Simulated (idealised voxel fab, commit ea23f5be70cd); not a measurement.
This is a process module. Its name is voxel capacitor over wiring.
295 nm wide, 5 nm square cells: that's cross-section cut.
Just so we're on the same page, the cross-sections are grids of square cells, and they're listed out in bands top to bottom, each band one or more rows deep.
This entry defines a band. It first specifies the height of the band's top and the height of its bottom in nm, and then specifies the band's materials from left to right, stating each material with its width in nm. The word "all across" identifies a single material that fills the band from edge to edge, while the word "empty" identifies empty space.
Height reference: 0 = level under which incoming wafer is all one material. Lowest band: no bottom, runs on downward, e.g. "0 -> down".
A two-number width, for instance "30->40", indicates that the width is equal to the first number in the top row of the band and to the second number in the bottom row, and that it changes by a constant amount per row of cells.
You'll sometimes find "no alterations made" written for a step, and that's the way of saying that nowhere in the cross-section did a cell change during that step.
The label "Voids, sealed" introduces a list of the empty spaces, 8 cells or larger, that have no open way up to the top; each entry in it reads width x height at distance, where the distance is taken from the left edge and all three are stated in nm.
That trailing text on a step's line, after the settings, is the simulator's own remark on the step.
Among the settings permitted on a step's line is "overlay nm"; applied to a step with a mask, it specifies the extent to which the mask lay to the right of its planned position, whereas a negative figure signifies a position to the left.

### Process steps (planned)
step 1: op RECEIVE | material Si
step 2: op CONFORMAL_DEP | material SiO2 | thk nm 10
step 3: op CONFORMAL_DEP | material SiCN | thk nm 5
step 4: op DIRECTIONAL_DEP | material SiO2 | thk nm 15
step 5: op DIRECTIONAL_DEP | material aC | thk nm 10
step 6: op PATTERN | tone open | mask id METAL_1 | material resist | width nm 20 | pitch nm 80 | thk nm 25 | overlay nm 0
step 7: op DIRECTIONAL_ETCH | etch materials aC | depth nm 10
step 8: op STRIP | etch materials resist
step 9: op DIRECTIONAL_ETCH | etch materials SiO2 | depth nm 15
step 10: op DIRECTIONAL_ETCH | etch materials SiCN | depth nm 5
step 11: op STRIP | etch materials aC
step 12: op CONFORMAL_DEP | material TiN | thk nm 5
step 13: op FILL_DEP | material Cu | thk nm 10
step 14: op CMP | height nm 20
step 15: op CONFORMAL_DEP | material SiCN | thk nm 5
step 16: op DIRECTIONAL_DEP | material lowk | thk nm 15
step 17: op DIRECTIONAL_DEP | material aC | thk nm 10
step 18: op PATTERN | tone open | mask id PLUG_1 | material resist | width nm 15 | thk nm 30 | overlay nm 0
step 19: op DIRECTIONAL_ETCH | etch materials aC | depth nm 10
step 20: op STRIP | etch materials resist
step 21: op DIRECTIONAL_ETCH | etch materials lowk | depth nm 15
step 22: op DIRECTIONAL_ETCH | etch materials SiCN | depth nm 5
step 23: op STRIP | etch materials aC
step 24: op CONFORMAL_DEP | material TiN | thk nm 5
step 25: op FILL_DEP | material Ru | thk nm 10
step 26: op CMP | height nm 50
step 27: op DIRECTIONAL_DEP | material TiN | thk nm 5
step 28: op DIRECTIONAL_DEP | material SiN | thk nm 5
step 29: op DIRECTIONAL_DEP | material TiN | thk nm 10
step 30: op PATTERN | tone cover | mask id UPPER_PLATE | material resist | width nm 65 | thk nm 15 | overlay nm 0
step 31: op DIRECTIONAL_ETCH | etch materials TiN | depth nm 10
step 32: op DIRECTIONAL_ETCH | etch materials SiN | depth nm 5
step 33: op STRIP | etch materials resist
step 34: op DIRECTIONAL_DEP | material aC | thk nm 10
step 35: op PATTERN | tone cover | mask id LOWER_PLATE | material resist | width nm 75 | thk nm 25 | overlay nm 0
step 36: op DIRECTIONAL_ETCH | etch materials aC | depth nm 10
step 37: op STRIP | etch materials resist
step 38: op DIRECTIONAL_ETCH | etch materials TiN | depth nm 5
step 39: op STRIP | etch materials aC
step 40: op FILL_DEP | material SiO2 | thk nm 20
step 41: op CMP | height nm 85
step 42: op PATTERN | tone open | mask id PLUG_2 | material resist | width nm 15 | thk nm 15 | overlay nm 0
step 43: op DIRECTIONAL_ETCH | etch materials SiO2 | depth nm 15
step 44: op STRIP | etch materials resist
step 45: op CONFORMAL_DEP | material TiN | thk nm 5
step 46: op FILL_DEP | material Ru | thk nm 5
step 47: op CMP | height nm 85
step 48: op CONFORMAL_DEP | material SiN | thk nm 5
It is noted that the wafers described herein are identical at the outset and are distinguished by the height nm of step 14; the value stated in the plan corresponds to the first wafer.

### The first of several wafers as received, shown in cross-section; this is its state after step 1
- 0 -> down | Si all across
- Voids, sealed: none

### Quick look at the cross-section of the first of several wafers after step 48, which wraps up the module
- 90 -> 85 | SiN all across
- 85 -> 75 | SiO2=110 / TiN=5 / Ru=5 / TiN=5 / SiO2=170
- 75 -> 70 | SiO2=110 / TiN=15 / SiO2=170
- 70 -> 60 | SiO2=100 / TiN=65 / SiO2=130
- 60 -> 55 | SiO2=100 / SiN=65 / SiO2=130
- 55 -> 50 | SiO2=95 / TiN=75 / SiO2=125
- 50 -> 45 | Ru all across
- 45 -> 40 | TiN=105 / Ru=5 / TiN=185
- 40 -> 25 | lowk=100 / TiN=5 / Ru=5 / TiN=5 / lowk=180
- 25 -> 20 | SiCN=100 / TiN=15 / SiCN=180
- 20 -> 15 | SiO2=95 / TiN=5 / Cu=10 / TiN=5 / SiO2=60 / TiN=5 / Cu=10 / TiN=5 / SiO2=100
- 15 -> 10 | SiCN=95 / TiN=20 / SiCN=60 / TiN=20 / SiCN=100
- 10 -> 0 | SiO2 all across
- 0 -> down | Si all across
- Voids, sealed: none

### At the end of the module, the last of several wafers in cross-section
- 90 -> 85 | SiN all across
- 85 -> 75 | SiO2=110 / TiN=5 / Ru=5 / TiN=5 / SiO2=170
- 75 -> 70 | SiO2=110 / TiN=15 / SiO2=170
- 70 -> 60 | SiO2=100 / TiN=65 / SiO2=130
- 60 -> 55 | SiO2=100 / SiN=65 / SiO2=130
- 55 -> 50 | SiO2=95 / TiN=75 / SiO2=125
- 50 -> 45 | SiCN=100 / TiN=15 / SiCN=180
- 45 -> 35 | Cu all across
- 35 -> 30 | TiN=100 / Cu=10 / TiN=70 / Cu=10 / TiN=105
- 30 -> 15 | SiO2=95 / TiN=5 / Cu=10 / TiN=5 / SiO2=60 / TiN=5 / Cu=10 / TiN=5 / SiO2=100
- 15 -> 10 | SiCN=95 / TiN=20 / SiCN=60 / TiN=20 / SiCN=100
- 10 -> 0 | SiO2 all across
- 0 -> down | Si all across
- Voids, sealed: none

### wafer rows; end of module; cells per material since receipt: (+) gained, (-) lost; then closed voids
height nm 20, +4 Cu, +65 Ru, +107 SiCN, +72 SiN, +519 SiO2, +127 TiN, +168 lowk, Voids, sealed: none
height nm 25, +8 Cu, +6 Ru, +107 SiCN, +72 SiN, +570 SiO2, +131 TiN, +168 lowk, Voids, sealed: none
height nm 30, +12 Cu, +5 Ru, +107 SiCN, +72 SiN, +621 SiO2, +77 TiN, +168 lowk, Voids, sealed: none
height nm 35, +16 Cu, +4 Ru, +107 SiCN, +72 SiN, +621 SiO2, +130 TiN, +112 lowk, Voids, sealed: none
height nm 40, +75 Cu, +3 Ru, +107 SiCN, +72 SiN, +621 SiO2, +128 TiN, +56 lowk, Voids, sealed: none
height nm 45, +134 Cu, +2 Ru, +107 SiCN, +72 SiN, +621 SiO2, +126 TiN, Voids, sealed: none
